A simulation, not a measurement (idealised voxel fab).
Presented below is a process module, voxel spacer lines.
FYI the section here is cut, 255 nm wide, cells are 5 nm squares.
We lay out every cross-section as a grid of square cells and spell it out in bands from the top down, where one band means one or more rows of cells.
Top, bottom (nm), then materials left to right with widths (nm); lone material tagged "full width" fills the whole band edge to edge; "blank" = empty space.
Heights are expressed relative to 0, this being the level below which the as-received wafer comprises one material exclusively. The lowest band is unbounded in the downward direction and is denoted as in "0 and below".
Width spec "30 to 40" -> top row of cells at first value, bottom row at second value, equal per-row change in between.
"changes: none" (step): cross-section cells unchanged, all of them.
Listed in "Trapped voids": every empty space of 8 or more cells without an open way to the top. Form: width x height at distance, the distance being from the left edge, all in nm.
Where a step's line continues beyond its settings, the continuation is a remark by the simulator itself on that step.
What "overlay nm" on a step's line means: if the step has a mask, that mask lay this far to the right of its planned place, or, when the value is negative, to the left.
PROCESS STEPS - PLAN
1 op RECEIVE | material Si
2 op CONFORMAL_DEP | material Al2O3 | thk nm 5
3 op DIRECTIONAL_DEP | material SiN | thk nm 10
4 op DIRECTIONAL_DEP | material aC | thk nm 25
5 op PATTERN | tone cover | mask id MANDREL | material resist | width nm 20 | pitch nm 60 | thk nm 35 | overlay nm 0
6 op DIRECTIONAL_ETCH | etch materials aC | depth nm 25
7 op STRIP | etch materials resist
8 op CONFORMAL_DEP | material SiO2 | thk nm 10
9 op DIRECTIONAL_ETCH | etch materials SiO2 | depth nm 10
10 op STRIP | etch materials aC
11 op DIRECTIONAL_ETCH | etch materials SiN | depth nm 10
12 op STRIP | etch materials SiO2
13 op FILL_DEP | material SiO2 | thk nm 10
14 op CMP | height nm 15
FIRST OF TWO WAFERS, WITH THE RUN CARRIED OUT AS PLANNED
SHOWN IN CROSS-SECTION IS THE WAFER AS RECEIVED, THAT IS, AS IT STANDS AFTER STEP 1
* 0 and below | Si full width
* Trapped voids: none
AFTER STEP 2
* 5 down to 0 | Al2O3 full width
* Nothing below the height 0 has changed.
AFTER STEP 3
* 15 down to 5 | SiN full width
* Nothing below the height 5 has changed.
AFTER STEP 4
* 40 down to 15 | aC full width
* Nothing below the height 15 has changed.
AFTER STEP 5
* 75 down to 40 | blank: 55 | resist: 20 | blank: 40 | resist: 20 | blank: 40 | resist: 20 | blank: 60
* Nothing below the height 40 has changed.
AFTER STEP 6
* 50 down to 40 | blank: 55 | resist: 20 | blank: 40 | resist: 20 | blank: 40 | resist: 20 | blank: 60
* 40 down to 15 | blank: 55 | aC: 20 | blank: 40 | aC: 20 | blank: 40 | aC: 20 | blank: 60
* Nothing below the height 15 has changed.
AFTER STEP 7
* 40 down to 15 | blank: 55 | aC: 20 | blank: 40 | aC: 20 | blank: 40 | aC: 20 | blank: 60
* Nothing below the height 15 has changed.
AFTER STEP 8
* 50 down to 40 | blank: 45 | SiO2: 40 | blank: 20 | SiO2: 40 | blank: 20 | SiO2: 40 | blank: 50
* 40 down to 25 | blank: 45 | SiO2: 10 | aC: 20 | SiO2: 10 | blank: 20 | SiO2: 10 | aC: 20 | SiO2: 10 | blank: 20 | SiO2: 10 | aC: 20 | SiO2: 10 | blank: 50
* 25 down to 15 | SiO2: 55 | aC: 20 | SiO2: 40 | aC: 20 | SiO2: 40 | aC: 20 | SiO2: 60
* Nothing below the height 15 has changed.
AFTER STEP 9
* 40 down to 15 | blank: 45 | SiO2: 10 | aC: 20 | SiO2: 10 | blank: 20 | SiO2: 10 | aC: 20 | SiO2: 10 | blank: 20 | SiO2: 10 | aC: 20 | SiO2: 10 | blank: 50
* Nothing below the height 15 has changed.
AFTER STEP 10
* 40 down to 15 | blank: 45 | SiO2: 10 | blank: 20 | SiO2: 10 | blank: 20 | SiO2: 10 | blank: 20 | SiO2: 10 | blank: 20 | SiO2: 10 | blank: 20 | SiO2: 10 | blank: 50
* Nothing below the height 15 has changed.
AFTER STEP 11
* 40 down to 15 | blank: 45 | SiO2: 10 | blank: 20 | SiO2: 10 | blank: 20 | SiO2: 10 | blank: 20 | SiO2: 10 | blank: 20 | SiO2: 10 | blank: 20 | SiO2: 10 | blank: 50
* 15 down to 5 | blank: 45 | SiN: 10 | blank: 20 | SiN: 10 | blank: 20 | SiN: 10 | blank: 20 | SiN: 10 | blank: 20 | SiN: 10 | blank: 20 | SiN: 10 | blank: 50
* Nothing below the height 5 has changed.
AFTER STEP 12
* 15 down to 5 | blank: 45 | SiN: 10 | blank: 20 | SiN: 10 | blank: 20 | SiN: 10 | blank: 20 | SiN: 10 | blank: 20 | SiN: 10 | blank: 20 | SiN: 10 | blank: 50
* Nothing below the height 5 has changed.
AFTER STEP 13
* 25 down to 15 | SiO2 full width
* 15 down to 5 | SiO2: 45 | SiN: 10 | SiO2: 20 | SiN: 10 | SiO2: 20 | SiN: 10 | SiO2: 20 | SiN: 10 | SiO2: 20 | SiN: 10 | SiO2: 20 | SiN: 10 | SiO2: 50
* Nothing below the height 5 has changed.
AFTER STEP 14
* 15 down to 5 | SiO2: 45 | SiN: 10 | SiO2: 20 | SiN: 10 | SiO2: 20 | SiN: 10 | SiO2: 20 | SiN: 10 | SiO2: 20 | SiN: 10 | SiO2: 20 | SiN: 10 | SiO2: 50
* Nothing below the height 5 has changed.
WAFER TWO OF TWO - SAME STARTING POINT, SAME PROCESS PLAN, ONE MISTAKE IN EXECUTION; MATCHES WAFER ONE UP TO AND INCLUDING STEP 13
CROSS-SECTION: SECOND WAFER, TIME AT WHICH STEP 14 WAS SCHEDULED TO END
* 15 down to 5 | SiO2: 45 | SiN: 10 | SiO2: 20 | SiN: 10 | SiO2: 20 | SiN: 10 | SiO2: 20 | SiN: 10 | SiO2: 20 | SiN: 10 | SiO2: 20 | SiN: 10 | SiO2: 50
* Nothing below the height 5 has changed.
What broke from the plan during processing? execution of plan step 14 occurred twice
The final cross-section is the same for the two wafers, so this model computes the same thing whether or not the mistake was made.
